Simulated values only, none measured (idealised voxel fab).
process module | voxel capacitor over wiring
Square cells of 5 nm make up the cross-section cut, whose width is 230 nm.
For the purposes of this document, a cross-section shall be understood as a grid of square cells, specified as bands listed in top-to-bottom order, each band consisting of one or more rows of cells.
Band: top and bottom heights (nm) first, top before bottom; then materials from left to right, widths in nm. "all across" marks a sole material filling the band edge to edge. "blank" denotes empty space.
Heights from 0 (as-received wafer is one material below). Bottom band endless downward, as "top 0, no bottom".
Quick explanation for "30->40": the width changes in equal steps down the rows of cells, from the first number in the band's top row to the second number in its bottom row.
Any step labelled "stayed the same" changed none of the cells in the cross-section.
"Sealed voids" means: voids of 8 cells or more that are shut off from the top with no open way through. Written width x height at distance, distance from the left edge, in nm.
Text after the settings on a step's line: the simulator's own remark on that step.
Steps that use a mask can have "overlay nm" on their line. It says how far the mask sat to the right of where it was meant to be. Negative means to the left.

### Set out below are the planned steps of the process
1 op RECEIVE | material Si
2 op CONFORMAL_DEP | material SiO2 | thk nm 10
3 op DIRECTIONAL_DEP | material TiN | thk nm 5
4 op DIRECTIONAL_DEP | material Ru | thk nm 25
5 op DIRECTIONAL_DEP | material aC | thk nm 15
6 op PATTERN | tone cover | mask id METAL_1 | material resist | width nm 25 | pitch nm 90 | thk nm 30 | overlay nm 0
7 op DIRECTIONAL_ETCH | etch materials aC | depth nm 15
8 op STRIP | etch materials resist
9 op DIRECTIONAL_ETCH | etch materials Ru | depth nm 25
10 op DIRECTIONAL_ETCH | etch materials TiN | depth nm 5
11 op STRIP | etch materials aC
12 op CONFORMAL_DEP | material SiCN | thk nm 5
13 op FILL_DEP | material SiO2 | thk nm 10
14 op CMP | height nm 40
15 op CONFORMAL_DEP | material SiCN | thk nm 5
16 op DIRECTIONAL_DEP | material SiO2 | thk nm 20
17 op PATTERN | tone open | mask id PLUG_1 | material resist | width nm 15 | thk nm 15 | overlay nm 0
18 op DIRECTIONAL_ETCH | etch materials SiO2 | depth nm 20
19 op DIRECTIONAL_ETCH | etch materials SiCN | depth nm 5
20 op STRIP | etch materials resist
21 op CONFORMAL_DEP | material TiN | thk nm 5
22 op FILL_DEP | material Ru | thk nm 5
23 op CMP | height nm 65
24 op DIRECTIONAL_DEP | material TiN | thk nm 5
25 op DIRECTIONAL_DEP | material HfO2 | thk nm 5
26 op DIRECTIONAL_DEP | material TiN | thk nm 5
27 op DIRECTIONAL_DEP | material aC | thk nm 10
28 op PATTERN | tone cover | mask id UPPER_PLATE | material resist | width nm 70 | thk nm 25 | overlay nm 0
29 op DIRECTIONAL_ETCH | etch materials aC | depth nm 10
30 op STRIP | etch materials resist
31 op DIRECTIONAL_ETCH | etch materials TiN | depth nm 5
32 op DIRECTIONAL_ETCH | etch materials HfO2 | depth nm 5
33 op STRIP | etch materials aC
34 op DIRECTIONAL_DEP | material aC | thk nm 10
35 op PATTERN | tone cover | mask id LOWER_PLATE | material resist | width nm 80 | thk nm 30 | overlay nm 0
36 op DIRECTIONAL_ETCH | etch materials aC | depth nm 10
37 op STRIP | etch materials resist
38 op DIRECTIONAL_ETCH | etch materials TiN | depth nm 5
39 op STRIP | etch materials aC
40 op FILL_DEP | material SiO2 | thk nm 15
41 op CMP | height nm 90
42 op PATTERN | tone open | mask id PLUG_2 | material resist | width nm 15 | thk nm 20 | overlay nm 0
43 op DIRECTIONAL_ETCH | etch materials SiO2 | depth nm 10
44 op STRIP | etch materials resist
45 op CONFORMAL_DEP | material TiN | thk nm 5
46 op FILL_DEP | material W | thk nm 10
47 op CMP | height nm 90
48 op CONFORMAL_DEP | material SiN | thk nm 5

### This is the cross-section of the wafer as we received it, i.e. after step 1
    top 0, no bottom = Si all across
    Sealed voids: none

### End-of-module cross-section. Starting structure and process plan as above; one mistake made in running it
    top 95, bottom 90 = SiN all across
    top 90, bottom 85 = SiO2 75  TiN 5  W 5  TiN 5  SiO2 140
    top 85, bottom 75 = SiO2 75->65  TiN 15->70  SiO2 140->95
    top 75, bottom 70 = SiO2 60  TiN 80  SiO2 90
    top 70, bottom 65 = HfO2 all across
    top 65, bottom 45 = SiO2 65  TiN 5  Ru 5  TiN 5  SiO2 150
    top 45, bottom 40 = SiCN 65  TiN 15  SiCN 150
    top 40, bottom 15 = SiO2 50  SiCN 5  Ru 25  SiCN 5  SiO2 55  SiCN 5  Ru 25  SiCN 5  SiO2 55
    top 15, bottom 10 = SiCN 55  TiN 25  SiCN 65  TiN 25  SiCN 60
    top 10, bottom 0 = SiO2 all across
    top 0, no bottom = Si all across
    Sealed voids: none
Deviation noted in wafer processing: sequence error: steps 24 and 25 interchanged
